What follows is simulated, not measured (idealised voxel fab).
process module | voxel capacitor over wiring
cross-section cut | 300 nm wide | cells 5 nm
A cross-section is a grid of square cells, given in bands from the top down. A band is one or more rows of cells.
Each band's line starts with the height of the band's top and of its bottom, in nm. Then come its materials from left to right, each with its width in nm. One material with "throughout" fills the band from edge to edge. "air" is empty space.
Height 0 is the level under which the wafer as received is all one material. The lowest band goes on downwards, as in "0 down".
A width such as "30 to 40" changes by the same amount from each row of cells to the next, from the band's top row to its bottom row.
"no change" after a step means that no cell of the cross-section changed.
closed voids: empty space of 8 cells or more with no open way to the top, each as width x height at its distance from the left edge, in nm
after a step's settings: what the simulator itself notes on the step
overlay nm, on a step with a mask: how far to the right of its planned place the mask lay; to the left if negative
plan
1 op RECEIVE | material Si
2 op CONFORMAL_DEP | material SiO2 | thk nm 15
3 op DIRECTIONAL_DEP | material TiN | thk nm 5
4 op DIRECTIONAL_DEP | material Ru | thk nm 20
5 op PATTERN | tone cover | mask id METAL_1 | material resist | width nm 20 | pitch nm 75 | thk nm 20 | overlay nm 0
6 op DIRECTIONAL_ETCH | etch materials Ru | depth nm 20
7 op DIRECTIONAL_ETCH | etch materials TiN | depth nm 5
8 op STRIP | etch materials resist
9 op FILL_DEP | material SiO2 | thk nm 5
10 op CMP | height nm 40
11 op CONFORMAL_DEP | material SiCN | thk nm 5
12 op DIRECTIONAL_DEP | material lowk | thk nm 20
13 op MASKED_ETCH | tone open | mask id PLUG_1 | width nm 15 | etch materials lowk | depth nm 20 | overlay nm 0
14 op MASKED_ETCH | tone open | mask id PLUG_1 | width nm 15 | etch materials SiCN | depth nm 5 | overlay nm 0
15 op EPI | material Ru | thk nm 10
16 op EPI | material Ru | thk nm 10
17 op EPI | material Ru | thk nm 5
18 op DIRECTIONAL_DEP | material TiN | thk nm 5
19 op DIRECTIONAL_DEP | material SiN | thk nm 5
20 op DIRECTIONAL_DEP | material TiN | thk nm 10
21 op PATTERN | tone cover | mask id UPPER_PLATE | material resist | width nm 60 | thk nm 20 | overlay nm 0
22 op DIRECTIONAL_ETCH | etch materials TiN | depth nm 10
23 op DIRECTIONAL_ETCH | etch materials SiN | depth nm 5
24 op STRIP | etch materials resist
25 op MASKED_ETCH | tone cover | mask id LOWER_PLATE | width nm 70 | etch materials TiN | depth nm 5 | overlay nm 0
26 op FILL_DEP | material SiO2 | thk nm 15
27 op CMP | height nm 95
28 op PATTERN | tone open | mask id PLUG_2 | material resist | width nm 15 | thk nm 15 | overlay nm 0
29 op DIRECTIONAL_ETCH | etch materials SiO2 | depth nm 10
30 op STRIP | etch materials resist
31 op CONFORMAL_DEP | material TiN | thk nm 5
32 op FILL_DEP | material W | thk nm 10
33 op CMP | height nm 95
34 op CONFORMAL_DEP | material SiCN | thk nm 5
as received, after step 1
  0 down: Si throughout
  closed voids: none
first wafer at the end, as planned
  100 to 95: SiCN throughout
  95 to 90: SiO2 115 | TiN 5 | W 5 | TiN 5 | SiO2 170
  90 to 85: SiO2 115 | TiN 15 | SiO2 170
  85 to 75: SiO2 105 | TiN 60 | SiO2 135
  75 to 70: SiO2 105 | SiN 60 | SiO2 135
  70 to 65: SiO2 100 | TiN 70 | SiO2 130
  65 to 45: lowk 105 | Ru 15 | lowk 180
  45 to 40: SiCN 105 | Ru 15 | SiCN 180
  40 to 20: SiO2 100 | Ru 20 | SiO2 55 | Ru 20 | SiO2 105
  20 to 15: SiO2 100 | TiN 20 | SiO2 55 | TiN 20 | SiO2 105
  15 to 0: SiO2 throughout
  0 down: Si throughout
  closed voids: none
second wafer at the end: like start, like plan, one mistake
  100 to 95: SiCN throughout
  95 to 90: SiO2 115 | TiN 5 | W 5 | TiN 5 | SiO2 170
  90 to 85: SiO2 115 | TiN 15 | SiO2 170
  85 to 80: SiO2 throughout
  80 to 70: SiO2 105 | TiN 60 | SiO2 135
  70 to 65: SiO2 105 | SiN 60 | SiO2 135
  65 to 45: lowk 105 | Ru 15 | lowk 180
  45 to 40: SiCN 105 | Ru 15 | SiCN 180
  40 to 20: SiO2 100 | Ru 20 | SiO2 55 | Ru 20 | SiO2 105
  20 to 15: SiO2 100 | TiN 20 | SiO2 55 | TiN 20 | SiO2 105
  15 to 0: SiO2 throughout
  0 down: Si throughout
  closed voids: none
what went wrong: step 18 was left out
at the end the second wafer has, in cells: 14 more of SiO2 | 14 fewer of TiN
